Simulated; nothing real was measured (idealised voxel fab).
Proc. module: voxel double patterning
cross-section cut | 300 nm wide | cells 5 nm
Square cells in a grid make up a cross-section in this document, and the grid is given as bands, listed from the top down, each one or more rows of cells.
Within each band entry, the heights of the top and of the bottom of the band appear first, in that order and in nm; the materials of the band then follow from left to right, each with its corresponding width in nm. The designation "everywhere" on a single material indicates that it fills the band from edge to edge; the designation "air" indicates empty space.
Height reference: 0 = level under which incoming wafer is all one material. Lowest band: no bottom, runs on downward, e.g. "z 0 and below".
Width: "30->40" (first number = top row, second number = bottom row, same change from row to row of cells).
The designation "all unchanged", where it is given for a processing step, indicates that no cell of the cross-section was altered in the course of that step.
Basically, "Sealed void listing" tells you about the enclosed voids: empty spaces with no open way to the top, 8 cells or bigger, each written width x height at distance, where distance is from the left edge, all in nm.
Anything after a step's settings on that line? It's the simulator's own note about the step.
For masked steps, "overlay nm" on the step line gives how far right of plan the mask actually lay; a minus sign means it lay to the left.
So here's the lineup of process steps we planned:
1,RECEIVE with material Si
2,CONFORMAL_DEP with material SiO2, thk nm 10
3,DIRECTIONAL_DEP with material TiN, thk nm 15
4,DIRECTIONAL_DEP with material SiCN, thk nm 5
5,DIRECTIONAL_DEP with material aC, thk nm 10
6,PATTERN with tone open, mask id FIRST, material resist, width nm 15, pitch nm 50, thk nm 30, overlay nm 0
7,DIRECTIONAL_ETCH with etch materials aC, depth nm 10
8,STRIP with etch materials resist
9,DIRECTIONAL_ETCH with etch materials SiCN, depth nm 5
10,STRIP with etch materials aC
11,MASKED_ETCH with tone open, mask id SECOND, width nm 15, pitch nm 50, etch materials SiCN, depth nm 5, overlay nm -15
12,DIRECTIONAL_ETCH with etch materials TiN, depth nm 15
13,STRIP with etch materials SiCN
Split variable: overlay nm, step 11. Plan value = first wafer. Wafers start alike.
The first of several wafers, as received after step 1, seen in section:
	z 0 and below | Si everywhere
	Sealed void listing: none
At the end of the module, after its last step, step 13, the first of several wafers appears in cross-section as follows:
	z 25 to 10 | 90 TiN  25 air  25 TiN  25 air  25 TiN  15 air  95 TiN
	z 10 to 0 | SiO2 everywhere
	z 0 and below | Si everywhere
	Sealed void listing: none
Last wafer of the set, cross-sectioned at end of module:
	z 25 to 10 | 90 TiN  15 air  25 TiN  25 air  25 TiN  25 air  95 TiN
	z 10 to 0 | SiO2 everywhere
	z 0 and below | Si everywhere
	Sealed void listing: none
So in this table every wafer gets its own row, and what you see is where it stands at the end of the module: for each material, how many cells it picked up (+) or gave up (-) since we received it, and after that its closed voids:
overlay nm -15; +120 SiO2; +141 TiN; Sealed void listing: none
overlay nm -10; +120 SiO2; +135 TiN; Sealed void listing: none
overlay nm -5; +120 SiO2; +135 TiN; Sealed void listing: none
overlay nm 0; +120 SiO2; +135 TiN; Sealed void listing: none
overlay nm 5; +120 SiO2; +135 TiN; Sealed void listing: none
overlay nm 10; +120 SiO2; +135 TiN; Sealed void listing: none
overlay nm 15; +120 SiO2; +141 TiN; Sealed void listing: none
